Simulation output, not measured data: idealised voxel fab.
The following process module bears the name voxel transistor to metal.
Shown is cross-section cut, with a width of 175 nm and square cells of size 5 nm.
Throughout this document, each cross-section is represented as a grid of square cells and is presented as a sequence of bands enumerated from the top downward, where a band comprises one or more rows of cells. Read a band's entry like this: the first values are the height of its top and the height of its bottom in nm, and what follows is the sequence of materials from left to right, each with its width in nm. Note that "air" is empty space, and that a single material marked "edge to edge" reaches across the band from edge to edge. Below 0: as-received wafer, all one material; heights counted from there. Lowest band: no bottom, goes on down, written "0 down". So if you see something like "30 to 40" for the width, read it as the top row of the band sitting at the first number and the bottom row at the second, with every row in between moving by the same amount as the last. Any step labelled "everything unchanged" changed none of the cells in the cross-section. In "Listed closed voids" the enclosed voids are listed, meaning empty spaces of 8 cells or larger without any opening to the top. The form is width x height at distance, distance from the left edge, units nm. That trailing text on a step's line, after the settings, is the simulator's own remark on the step. overlay nm: how far to the right of its planned place the mask lay on this masked step (negative: to the left).
# The planned process steps are enumerated hereunder
1. RECEIVE [material Si]
2. OXIDIZE [depth nm 5]
3. CONFORMAL_DEP [material SiN] [thk nm 15]
4. PATTERN [tone cover] [mask id ACTIVE] [material resist] [width nm 135] [thk nm 20] [overlay nm 0]
5. DIRECTIONAL_ETCH [etch materials SiN] [depth nm 15]
6. DIRECTIONAL_ETCH [etch materials SiO2] [depth nm 5]
7. DIRECTIONAL_ETCH [etch materials Si] [depth nm 25]
8. STRIP [etch materials resist]
9. FILL_DEP [material SiO2] [thk nm 15]
10. CMP [height nm 15]
11. SELECTIVE_ETCH [etch materials SiO2] [depth nm 10]
12. STRIP [etch materials SiN]
13. SELECTIVE_ETCH [etch materials SiO2] [depth nm 5]
14. OXIDIZE [depth nm 5]
15. DIRECTIONAL_DEP [material polySi] [thk nm 30]
16. DIRECTIONAL_DEP [material SiCN] [thk nm 15]
17. PATTERN [tone cover] [mask id GATE] [material resist] [width nm 35] [thk nm 20] [overlay nm 0]
18. DIRECTIONAL_ETCH [etch materials SiCN] [depth nm 25]
19. DIRECTIONAL_ETCH [etch materials polySi] [depth nm 40]
20. STRIP [etch materials resist]
21. CONFORMAL_DEP [material SiO2] [thk nm 5]
22. DIRECTIONAL_ETCH [etch materials SiO2] [depth nm 5]
23. CONFORMAL_DEP [material SiN] [thk nm 10]
24. DIRECTIONAL_ETCH [etch materials SiN] [depth nm 10]
25. DIRECTIONAL_ETCH [etch materials SiO2] [depth nm 5]
26. DIRECTIONAL_ETCH [etch materials Si] [depth nm 15]
27. EPI [material nSi] [thk nm 15]
28. FILL_DEP [material SiO2] [thk nm 5]
29. CMP [height nm 25]
30. STRIP [etch materials polySi]
31. SELECTIVE_ETCH [etch materials SiO2] [depth nm 5]
32. CONFORMAL_DEP [material HfO2] [thk nm 5]
33. CONFORMAL_DEP [material TiN] [thk nm 5]
34. FILL_DEP [material W] [thk nm 5]
35. CMP [height nm 20]
36. DIRECTIONAL_DEP [material SiO2] [thk nm 10]
37. MASKED_ETCH [tone open] [mask id CONTACT] [width nm 20] [pitch nm 95] [etch materials SiO2] [depth nm 25] [overlay nm 0]
38. CONFORMAL_DEP [material TiN] [thk nm 5]
39. FILL_DEP [material W] [thk nm 10]
40. CMP [height nm 30]
41. DIRECTIONAL_DEP [material TiN] [thk nm 5]
42. DIRECTIONAL_DEP [material W] [thk nm 15]
43. DIRECTIONAL_DEP [material aC] [thk nm 10]
44. PATTERN [tone cover] [mask id METAL_1] [material resist] [width nm 20] [pitch nm 95] [thk nm 30] [overlay nm 0]
45. DIRECTIONAL_ETCH [etch materials aC] [depth nm 10]
46. STRIP [etch materials resist]
47. DIRECTIONAL_ETCH [etch materials W] [depth nm 15]
48. DIRECTIONAL_ETCH [etch materials TiN] [depth nm 5]
49. STRIP [etch materials aC]
50. CONFORMAL_DEP [material SiCN] [thk nm 5]
51. FILL_DEP [material lowk] [thk nm 10]
52. CMP [height nm 50]
53. CONFORMAL_DEP [material SiCN] [thk nm 5]
# as received, after step 1
* 0 down  Si edge to edge
* Listed closed voids: none
# Cross-section at module end, one run error; start and plan unchanged from above
* 55 to 50  SiCN edge to edge
* 50 to 35  lowk (25); SiCN (5); W (20); SiCN (5); lowk (65); SiCN (5); W (20); SiCN (5); lowk (25)
* 35 to 30  SiCN (30); TiN (20); SiCN (75); TiN (20); SiCN (30)
* 30 to 20  SiO2 (30); aC (5); W (10); aC (5); SiO2 (75); aC (5); W (10); aC (5); SiO2 (30)
* 20 to 10  SiO2 (30); aC (5); W (10); aC (5); SiO2 (5); SiN (10); HfO2 (5); TiN (5); W (25); TiN (5); HfO2 (5); SiN (10); SiO2 (5); aC (5); W (10); aC (5); SiO2 (30)
* 10 to 5  SiO2 (30); aC (20); SiO2 (5); SiN (10); HfO2 (5); TiN (5); W (25); TiN (5); HfO2 (5); SiN (10); SiO2 (5); aC (20); SiO2 (30)
* 5 to 0  SiO2 (25); nSi (30); SiN (10); HfO2 (5); TiN (5); W (25); TiN (5); HfO2 (5); SiN (10); nSi (30); SiO2 (25)
* 0 to -5  SiO2 (20); SiN (10); nSi (25); SiN (10); HfO2 (5); TiN (35); HfO2 (5); SiN (10); nSi (25); SiN (10); SiO2 (20)
* -5 to -10  SiO2 (30); nSi (25); SiO2 (10); HfO2 (45); SiO2 (10); nSi (25); SiO2 (30)
* -10 to -25  SiO2 (20); Si (10); nSi (25); Si (65); nSi (25); Si (10); SiO2 (20)
* -25 to -30  SiO2 (20); Si (135); SiO2 (20)
* -30 down  Si edge to edge
* Listed closed voids: none
Against the plan, the run slipped here: step 38 was not run as planned; what actually ran was CONFORMAL_DEP [material aC] [thk nm 5]
